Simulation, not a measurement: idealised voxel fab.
This is a process module. Its name is voxel self aligned vias.
Xsec cut, 295 nm wide, square cell size 5 nm.
How to read a cross-section here: the picture is a grid of square cells, written as bands going from the top down, and any band can span one or more rows of cells. Heights first: top, then bottom, in nm. Then materials, left to right, each with a width in nm. "everywhere" on a single material: fills the band edge to edge. "blank": empty space. Heights are reckoned from 0. Under this level, the received wafer is all of one material. The bottommost band is open-ended downward, for example "0 nm and below". Think of "30..40" as a width that walks from the first number to the second as you go down the band, top row to bottom row, taking equal-sized steps from row to row. "no alteration" -> step changed no cross-section cell. "Enclosed void list" lists enclosed empty spaces (at least 8 cells, no open path upward to the top), each as width x height at distance from the left edge, in nm. That trailing text on a step's line, after the settings, is the simulator's own remark on the step. overlay nm: step with mask; distance mask lay right of planned place; negative value = left of planned place.
**Intended process steps**
1) op RECEIVE | material Si
2) op CONFORMAL_DEP | material SiO2 | thk nm 15
3) op CONFORMAL_DEP | material SiCN | thk nm 5
4) op DIRECTIONAL_DEP | material SiO2 | thk nm 30
5) op PATTERN | tone open | mask id LINES | material resist | width nm 25 | pitch nm 60 | thk nm 20 | overlay nm 0
6) op DIRECTIONAL_ETCH | etch materials SiO2 | depth nm 30
7) op STRIP | etch materials resist
8) op CONFORMAL_DEP | material TiN | thk nm 5
9) op FILL_DEP | material W | thk nm 10
10) op CMP | height nm 50
11) op SELECTIVE_ETCH | etch materials W Ru TiN | depth nm 5
12) op FILL_DEP | material SiN | thk nm 10
13) op CMP | height nm 50
14) op DIRECTIONAL_DEP | material SiO2 | thk nm 15
15) op DIRECTIONAL_DEP | material aC | thk nm 15
16) op PATTERN | tone open | mask id VIAS | material resist | width nm 35 | pitch nm 60 | thk nm 30 | overlay nm 0
17) op DIRECTIONAL_ETCH | etch materials aC | depth nm 15
18) op STRIP | etch materials resist
19) op DIRECTIONAL_ETCH | etch materials SiO2 | depth nm 15
20) op DIRECTIONAL_ETCH | etch materials SiN | depth nm 5
21) op STRIP | etch materials aC
22) op CONFORMAL_DEP | material TiN | thk nm 5
23) op FILL_DEP | material Cu | thk nm 10
24) op CMP | height nm 65
25) op CONFORMAL_DEP | material SiN | thk nm 5
**First of two wafers, processed according to plan**
**Wafer as received: cross-section following step 1**
  0 nm and below: Si everywhere
  Enclosed void list: none
**After step 2, in cross-section**
  15 nm to 0 nm: SiO2 everywhere
  Nothing below the height 0 has changed.
**After step 3, in cross-section**
  20 nm to 15 nm: SiCN everywhere
  Nothing below the height 15 has changed.
**After step 4, in cross-section**
  50 nm to 20 nm: SiO2 everywhere
  Nothing below the height 20 has changed.
**After step 5, in cross-section**
  70 nm to 50 nm: resist (75) / blank (25) / resist (35) / blank (25) / resist (35) / blank (25) / resist (75)
  Nothing below the height 50 has changed.
**After step 6, in cross-section**
  70 nm to 50 nm: resist (75) / blank (25) / resist (35) / blank (25) / resist (35) / blank (25) / resist (75)
  50 nm to 20 nm: SiO2 (75) / blank (25) / SiO2 (35) / blank (25) / SiO2 (35) / blank (25) / SiO2 (75)
  Nothing below the height 20 has changed.
**After step 7, in cross-section**
  50 nm to 20 nm: SiO2 (75) / blank (25) / SiO2 (35) / blank (25) / SiO2 (35) / blank (25) / SiO2 (75)
  Nothing below the height 20 has changed.
**After step 8, in cross-section**
  55 nm to 50 nm: TiN (80) / blank (15) / TiN (45) / blank (15) / TiN (45) / blank (15) / TiN (80)
  50 nm to 25 nm: SiO2 (75) / TiN (5) / blank (15) / TiN (5) / SiO2 (35) / TiN (5) / blank (15) / TiN (5) / SiO2 (35) / TiN (5) / blank (15) / TiN (5) / SiO2 (75)
  25 nm to 20 nm: SiO2 (75) / TiN (25) / SiO2 (35) / TiN (25) / SiO2 (35) / TiN (25) / SiO2 (75)
  Nothing below the height 20 has changed.
**After step 9, in cross-section**
  65 nm to 55 nm: W everywhere
  55 nm to 50 nm: TiN (80) / W (15) / TiN (45) / W (15) / TiN (45) / W (15) / TiN (80)
  50 nm to 25 nm: SiO2 (75) / TiN (5) / W (15) / TiN (5) / SiO2 (35) / TiN (5) / W (15) / TiN (5) / SiO2 (35) / TiN (5) / W (15) / TiN (5) / SiO2 (75)
  Nothing below the height 25 has changed.
**After step 10, in cross-section**
  50 nm to 25 nm: SiO2 (75) / TiN (5) / W (15) / TiN (5) / SiO2 (35) / TiN (5) / W (15) / TiN (5) / SiO2 (35) / TiN (5) / W (15) / TiN (5) / SiO2 (75)
  Nothing below the height 25 has changed.
**After step 11, in cross-section**
  50 nm to 45 nm: SiO2 (75) / blank (25) / SiO2 (35) / blank (25) / SiO2 (35) / blank (25) / SiO2 (75)
  Nothing below the height 45 has changed.
**After step 12, in cross-section**
  60 nm to 50 nm: SiN everywhere
  50 nm to 45 nm: SiO2 (75) / SiN (25) / SiO2 (35) / SiN (25) / SiO2 (35) / SiN (25) / SiO2 (75)
  Nothing below the height 45 has changed.
**After step 13, in cross-section**
  50 nm to 45 nm: SiO2 (75) / SiN (25) / SiO2 (35) / SiN (25) / SiO2 (35) / SiN (25) / SiO2 (75)
  Nothing below the height 45 has changed.
**After step 14, in cross-section**
  65 nm to 50 nm: SiO2 everywhere
  Nothing below the height 50 has changed.
**After step 15, in cross-section**
  80 nm to 65 nm: aC everywhere
  Nothing below the height 65 has changed.
**After step 16, in cross-section**
  110 nm to 80 nm: resist (70) / blank (35) / resist (25) / blank (35) / resist (25) / blank (35) / resist (70)
  Nothing below the height 80 has changed.
**After step 17, in cross-section**
  95 nm to 80 nm: resist (70) / blank (35) / resist (25) / blank (35) / resist (25) / blank (35) / resist (70)
  80 nm to 65 nm: aC (70) / blank (35) / aC (25) / blank (35) / aC (25) / blank (35) / aC (70)
  Nothing below the height 65 has changed.
**After step 18, in cross-section**
  80 nm to 65 nm: aC (70) / blank (35) / aC (25) / blank (35) / aC (25) / blank (35) / aC (70)
  Nothing below the height 65 has changed.
**After step 19, in cross-section**
  80 nm to 65 nm: aC (70) / blank (35) / aC (25) / blank (35) / aC (25) / blank (35) / aC (70)
  65 nm to 50 nm: SiO2 (70) / blank (35) / SiO2 (25) / blank (35) / SiO2 (25) / blank (35) / SiO2 (70)
  Nothing below the height 50 has changed.
**After step 20, in cross-section**
  80 nm to 65 nm: aC (70) / blank (35) / aC (25) / blank (35) / aC (25) / blank (35) / aC (70)
  65 nm to 50 nm: SiO2 (70) / blank (35) / SiO2 (25) / blank (35) / SiO2 (25) / blank (35) / SiO2 (70)
  50 nm to 45 nm: SiO2 (75) / blank (25) / SiO2 (35) / blank (25) / SiO2 (35) / blank (25) / SiO2 (75)
  Nothing below the height 45 has changed.
**After step 21, in cross-section**
  65 nm to 50 nm: SiO2 (70) / blank (35) / SiO2 (25) / blank (35) / SiO2 (25) / blank (35) / SiO2 (70)
  Nothing below the height 50 has changed.
**After step 22, in cross-section**
  70 nm to 65 nm: TiN (75) / blank (25) / TiN (35) / blank (25) / TiN (35) / blank (25) / TiN (75)
  65 nm to 55 nm: SiO2 (70) / TiN (5) / blank (25) / TiN (5) / SiO2 (25) / TiN (5) / blank (25) / TiN (5) / SiO2 (25) / TiN (5) / blank (25) / TiN (5) / SiO2 (70)
  55 nm to 50 nm: SiO2 (70) / TiN (10) / blank (15) / TiN (10) / SiO2 (25) / TiN (10) / blank (15) / TiN (10) / SiO2 (25) / TiN (10) / blank (15) / TiN (10) / SiO2 (70)
  50 nm to 45 nm: SiO2 (75) / TiN (25) / SiO2 (35) / TiN (25) / SiO2 (35) / TiN (25) / SiO2 (75)
  Nothing below the height 45 has changed.
**After step 23, in cross-section**
  80 nm to 70 nm: Cu everywhere
  70 nm to 65 nm: TiN (75) / Cu (25) / TiN (35) / Cu (25) / TiN (35) / Cu (25) / TiN (75)
  65 nm to 55 nm: SiO2 (70) / TiN (5) / Cu (25) / TiN (5) / SiO2 (25) / TiN (5) / Cu (25) / TiN (5) / SiO2 (25) / TiN (5) / Cu (25) / TiN (5) / SiO2 (70)
  55 nm to 50 nm: SiO2 (70) / TiN (10) / Cu (15) / TiN (10) / SiO2 (25) / TiN (10) / Cu (15) / TiN (10) / SiO2 (25) / TiN (10) / Cu (15) / TiN (10) / SiO2 (70)
  Nothing below the height 50 has changed.
**After step 24, in cross-section**
  65 nm to 55 nm: SiO2 (70) / TiN (5) / Cu (25) / TiN (5) / SiO2 (25) / TiN (5) / Cu (25) / TiN (5) / SiO2 (25) / TiN (5) / Cu (25) / TiN (5) / SiO2 (70)
  Nothing below the height 55 has changed.
**After step 25, in cross-section**
  70 nm to 65 nm: SiN everywhere
  Nothing below the height 65 has changed.
**Second Wafer (Identical Start and Plan, One Processing Error; Matches First Wafer Through Step 1)**
**Cross-section of the second wafer at the time by which step 2 should have been completed according to the plan**
  5 nm to 0 nm: SiCN everywhere
  Nothing below the height 0 has changed.
**Cross-section of the second wafer at the time by which step 3 should have been completed according to the plan**
  20 nm to 5 nm: SiO2 everywhere
  Nothing below the height 5 has changed.
**Cross-section of the second wafer at the time by which step 4 should have been completed according to the plan**
  50 nm to 5 nm: SiO2 everywhere
  Nothing below the height 5 has changed.
**Cross-section of the second wafer at the time by which step 5 should have been completed according to the plan**
  70 nm to 50 nm: resist (75) / blank (25) / resist (35) / blank (25) / resist (35) / blank (25) / resist (75)
  Nothing below the height 50 has changed.
**Cross-section of the second wafer at the time by which step 6 should have been completed according to the plan**
  70 nm to 50 nm: resist (75) / blank (25) / resist (35) / blank (25) / resist (35) / blank (25) / resist (75)
  50 nm to 20 nm: SiO2 (75) / blank (25) / SiO2 (35) / blank (25) / SiO2 (35) / blank (25) / SiO2 (75)
  Nothing below the height 20 has changed.
**Cross-section of the second wafer at the time by which step 7 should have been completed according to the plan**
  50 nm to 20 nm: SiO2 (75) / blank (25) / SiO2 (35) / blank (25) / SiO2 (35) / blank (25) / SiO2 (75)
  Nothing below the height 20 has changed.
**Cross-section of the second wafer at the time by which step 8 should have been completed according to the plan**
  55 nm to 50 nm: TiN (80) / blank (15) / TiN (45) / blank (15) / TiN (45) / blank (15) / TiN (80)
  50 nm to 25 nm: SiO2 (75) / TiN (5) / blank (15) / TiN (5) / SiO2 (35) / TiN (5) / blank (15) / TiN (5) / SiO2 (35) / TiN (5) / blank (15) / TiN (5) / SiO2 (75)
  25 nm to 20 nm: SiO2 (75) / TiN (25) / SiO2 (35) / TiN (25) / SiO2 (35) / TiN (25) / SiO2 (75)
  Nothing below the height 20 has changed.
**Cross-section of the second wafer at the time by which step 9 should have been completed according to the plan**
  65 nm to 55 nm: W everywhere
  55 nm to 50 nm: TiN (80) / W (15) / TiN (45) / W (15) / TiN (45) / W (15) / TiN (80)
  50 nm to 25 nm: SiO2 (75) / TiN (5) / W (15) / TiN (5) / SiO2 (35) / TiN (5) / W (15) / TiN (5) / SiO2 (35) / TiN (5) / W (15) / TiN (5) / SiO2 (75)
  Nothing below the height 25 has changed.
**Cross-section of the second wafer at the time by which step 10 should have been completed according to the plan**
  50 nm to 25 nm: SiO2 (75) / TiN (5) / W (15) / TiN (5) / SiO2 (35) / TiN (5) / W (15) / TiN (5) / SiO2 (35) / TiN (5) / W (15) / TiN (5) / SiO2 (75)
  Nothing below the height 25 has changed.
**Cross-section of the second wafer at the time by which step 11 should have been completed according to the plan**
  50 nm to 45 nm: SiO2 (75) / blank (25) / SiO2 (35) / blank (25) / SiO2 (35) / blank (25) / SiO2 (75)
  Nothing below the height 45 has changed.
**Cross-section of the second wafer at the time by which step 12 should have been completed according to the plan**
  60 nm to 50 nm: SiN everywhere
  50 nm to 45 nm: SiO2 (75) / SiN (25) / SiO2 (35) / SiN (25) / SiO2 (35) / SiN (25) / SiO2 (75)
  Nothing below the height 45 has changed.
**Cross-section of the second wafer at the time by which step 13 should have been completed according to the plan**
  50 nm to 45 nm: SiO2 (75) / SiN (25) / SiO2 (35) / SiN (25) / SiO2 (35) / SiN (25) / SiO2 (75)
  Nothing below the height 45 has changed.
**Cross-section of the second wafer at the time by which step 14 should have been completed according to the plan**
  65 nm to 50 nm: SiO2 everywhere
  Nothing below the height 50 has changed.
**Cross-section of the second wafer at the time by which step 15 should have been completed according to the plan**
  80 nm to 65 nm: aC everywhere
  Nothing below the height 65 has changed.
**Cross-section of the second wafer at the time by which step 16 should have been completed according to the plan**
  110 nm to 80 nm: resist (70) / blank (35) / resist (25) / blank (35) / resist (25) / blank (35) / resist (70)
  Nothing below the height 80 has changed.
**Cross-section of the second wafer at the time by which step 17 should have been completed according to the plan**
  95 nm to 80 nm: resist (70) / blank (35) / resist (25) / blank (35) / resist (25) / blank (35) / resist (70)
  80 nm to 65 nm: aC (70) / blank (35) / aC (25) / blank (35) / aC (25) / blank (35) / aC (70)
  Nothing below the height 65 has changed.
**Cross-section of the second wafer at the time by which step 18 should have been completed according to the plan**
  80 nm to 65 nm: aC (70) / blank (35) / aC (25) / blank (35) / aC (25) / blank (35) / aC (70)
  Nothing below the height 65 has changed.
**Cross-section of the second wafer at the time by which step 19 should have been completed according to the plan**
  80 nm to 65 nm: aC (70) / blank (35) / aC (25) / blank (35) / aC (25) / blank (35) / aC (70)
  65 nm to 50 nm: SiO2 (70) / blank (35) / SiO2 (25) / blank (35) / SiO2 (25) / blank (35) / SiO2 (70)
  Nothing below the height 50 has changed.
**Cross-section of the second wafer at the time by which step 20 should have been completed according to the plan**
  80 nm to 65 nm: aC (70) / blank (35) / aC (25) / blank (35) / aC (25) / blank (35) / aC (70)
  65 nm to 50 nm: SiO2 (70) / blank (35) / SiO2 (25) / blank (35) / SiO2 (25) / blank (35) / SiO2 (70)
  50 nm to 45 nm: SiO2 (75) / blank (25) / SiO2 (35) / blank (25) / SiO2 (35) / blank (25) / SiO2 (75)
  Nothing below the height 45 has changed.
**Cross-section of the second wafer at the time by which step 21 should have been completed according to the plan**
  65 nm to 50 nm: SiO2 (70) / blank (35) / SiO2 (25) / blank (35) / SiO2 (25) / blank (35) / SiO2 (70)
  Nothing below the height 50 has changed.
**Cross-section of the second wafer at the time by which step 22 should have been completed according to the plan**
  70 nm to 65 nm: TiN (75) / blank (25) / TiN (35) / blank (25) / TiN (35) / blank (25) / TiN (75)
  65 nm to 55 nm: SiO2 (70) / TiN (5) / blank (25) / TiN (5) / SiO2 (25) / TiN (5) / blank (25) / TiN (5) / SiO2 (25) / TiN (5) / blank (25) / TiN (5) / SiO2 (70)
  55 nm to 50 nm: SiO2 (70) / TiN (10) / blank (15) / TiN (10) / SiO2 (25) / TiN (10) / blank (15) / TiN (10) / SiO2 (25) / TiN (10) / blank (15) / TiN (10) / SiO2 (70)
  50 nm to 45 nm: SiO2 (75) / TiN (25) / SiO2 (35) / TiN (25) / SiO2 (35) / TiN (25) / SiO2 (75)
  Nothing below the height 45 has changed.
**Cross-section of the second wafer at the time by which step 23 should have been completed according to the plan**
  80 nm to 70 nm: Cu everywhere
  70 nm to 65 nm: TiN (75) / Cu (25) / TiN (35) / Cu (25) / TiN (35) / Cu (25) / TiN (75)
  65 nm to 55 nm: SiO2 (70) / TiN (5) / Cu (25) / TiN (5) / SiO2 (25) / TiN (5) / Cu (25) / TiN (5) / SiO2 (25) / TiN (5) / Cu (25) / TiN (5) / SiO2 (70)
  55 nm to 50 nm: SiO2 (70) / TiN (10) / Cu (15) / TiN (10) / SiO2 (25) / TiN (10) / Cu (15) / TiN (10) / SiO2 (25) / TiN (10) / Cu (15) / TiN (10) / SiO2 (70)
  Nothing below the height 50 has changed.
**Cross-section of the second wafer at the time by which step 24 should have been completed according to the plan**
  65 nm to 55 nm: SiO2 (70) / TiN (5) / Cu (25) / TiN (5) / SiO2 (25) / TiN (5) / Cu (25) / TiN (5) / SiO2 (25) / TiN (5) / Cu (25) / TiN (5) / SiO2 (70)
  Nothing below the height 55 has changed.
**Cross-section of the second wafer at the time by which step 25 should have been completed according to the plan**
  70 nm to 65 nm: SiN everywhere
  Nothing below the height 65 has changed.
Want to know what went wrong? plan vs actual: 2 and 3 interchanged
The concluding comparison shows that, measured in cells, each material is equally abundant on both wafers, albeit at different positions.
